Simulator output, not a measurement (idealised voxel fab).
The following process module bears the name voxel double patterning.
Displayed cross-section: cut, width of 300 nm, square cells sized 5 nm.
In what follows, cross-sections appear as grids of square cells, described through bands that run from the top down, where every band is one or more rows of cells.
Top height, bottom height, nm. Materials left to right, width each, nm. Single material + "everywhere" = fills band edge to edge. "blank" = empty.
Ref level 0: as-received wafer is one material below here. Bottom band extends down with no lower bound ("0 -> down").
The notation "30->40" denotes a width that varies across the rows of cells in the band, beginning at the first number in the top row, finishing at the second number in the bottom row, and changing by an identical amount from each row to the next.
"left unchanged" (step): cross-section cells unchanged, all of them.
"Enclosed void entries" - sealed voids, min. 8 cells, no opening to top; format: width x height at distance (distance from left edge; nm throughout).
The remark found on a step's line after its settings is issued by the simulator itself and pertains to that step.
overlay nm: where the mask lay relative to plan, measured to the right, on steps with a mask; negatives go left.
## Process steps (planned)
1 RECEIVE | material Si
2 CONFORMAL_DEP | material SiO2 | thk nm 10
3 DIRECTIONAL_DEP | material TiN | thk nm 15
4 DIRECTIONAL_DEP | material SiCN | thk nm 5
5 DIRECTIONAL_DEP | material aC | thk nm 10
6 PATTERN | tone open | mask id FIRST | material resist | width nm 15 | pitch nm 50 | thk nm 30 | overlay nm 0
7 DIRECTIONAL_ETCH | etch materials aC | depth nm 10
8 STRIP | etch materials resist
9 DIRECTIONAL_ETCH | etch materials SiCN | depth nm 5
10 STRIP | etch materials aC
11 MASKED_ETCH | tone open | mask id SECOND | width nm 15 | pitch nm 50 | etch materials SiCN | depth nm 5 | overlay nm 0
12 DIRECTIONAL_ETCH | etch materials TiN | depth nm 15
13 STRIP | etch materials SiCN
Wafer-to-wafer difference: width nm, step 6. Common start. Plan = first wafer's value.
## Cross-section of the first of several received wafers, showing its state after step 1
    0 -> down | Si everywhere
    Enclosed void entries: none
## Module end state after final step 13: cross-section of the first of several wafers
    25 -> 10 | TiN 90 nm  blank 15 nm  TiN 10 nm  blank 15 nm  TiN 10 nm  blank 15 nm  TiN 10 nm  blank 15 nm  TiN 10 nm  blank 15 nm  TiN 95 nm
    10 -> 0 | SiO2 everywhere
    0 -> down | Si everywhere
    Enclosed void entries: none
## Showing the last wafer in cross-section at the end of the module
    25 -> 10 | TiN 85 nm  blank 45 nm  TiN 5 nm  blank 45 nm  TiN 5 nm  blank 30 nm  TiN 85 nm
    10 -> 0 | SiO2 everywhere
    0 -> down | Si everywhere
    Enclosed void entries: none
## Where each wafer stands at the end of the module, a row apiece: cells of each material gained (+) or lost (-) since it was received, then closed voids
width nm 15 | +120 SiO2 | +135 TiN | Enclosed void entries: none
width nm 20 | +120 SiO2 | +126 TiN | Enclosed void entries: none
width nm 25 | +120 SiO2 | +117 TiN | Enclosed void entries: none
width nm 30 | +120 SiO2 | +108 TiN | Enclosed void entries: none
